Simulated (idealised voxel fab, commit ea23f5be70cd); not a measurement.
Herein follows the process module entitled voxel lift off.
Cross-section cut spans 285 nm and uses square cells 5 nm in size.
Format of a cross-section: grid, square cells. Given as bands. Order: top down. Band: one or more rows of cells.
Each band's line starts with the height of the band's top and of its bottom, in nm. Then come its materials from left to right, each with its width in nm. One material with "everywhere" fills the band from edge to edge. "air" is empty space.
Heights are expressed relative to 0, this being the level below which the as-received wafer comprises one material exclusively. The lowest band is unbounded in the downward direction and is denoted as in "0 and below".
Width "30 to 40": first value at the band's top row of cells, second value at its bottom row, equal change from row to row.
Take "remains unaltered" at face value: in the step it is given for, the cross-section changed in none of its cells.
You'll see "Closed void list" listing empty spaces that have no way open to the top, as long as they're 8 cells or more; the notation is width x height at distance, where the distance is from the left edge, and all of it is in nm.
Text after the settings on a step's line: the simulator's own remark on that step.
What "overlay nm" on a step's line means: if the step has a mask, that mask lay this far to the right of its planned place, or, when the value is negative, to the left.

-- Planned step list for the process
1. RECEIVE | material Si
2. CONFORMAL_DEP | material SiO2 | thk nm 15
3. PATTERN | tone open | mask id LINES | material resist | width nm 25 | pitch nm 40 | thk nm 20 | overlay nm 0
4. DIRECTIONAL_DEP | material Ru | thk nm 10
5. STRIP | etch materials resist
6. CONFORMAL_DEP | material SiN | thk nm 10

-- Wafer at receipt (post step 1), cross-section
> 0 and below: Si everywhere
> Closed void list: none

-- Post-module cross-section of the first of two wafers (run per plan)
> 35 down to 25: 100 of air  85 of SiN  100 of air
> 25 down to 15: 110 of SiN  25 of Ru  15 of SiN  25 of Ru  110 of SiN
> 15 down to 0: SiO2 everywhere
> 0 and below: Si everywhere
> Closed void list: none

-- Here's the second of our two wafers sectioned at module end. Same start as the first, same plan, but one mistake got made running it
> 40 down to 30: 95 of air  95 of SiN  95 of air
> 30 down to 25: SiN everywhere
> 25 down to 15: 110 of SiN  25 of Ru  15 of SiN  25 of Ru  110 of SiN
> 15 down to 0: SiO2 everywhere
> 0 and below: Si everywhere
> Closed void list: none
So what did we get wrong on this run? off-plan run, step 6, actual operation and settings CONFORMAL_DEP | material SiN | thk nm 15
The final cell counts differ between the wafers, with the second having more or fewer of some materials than the first: +61 SiN
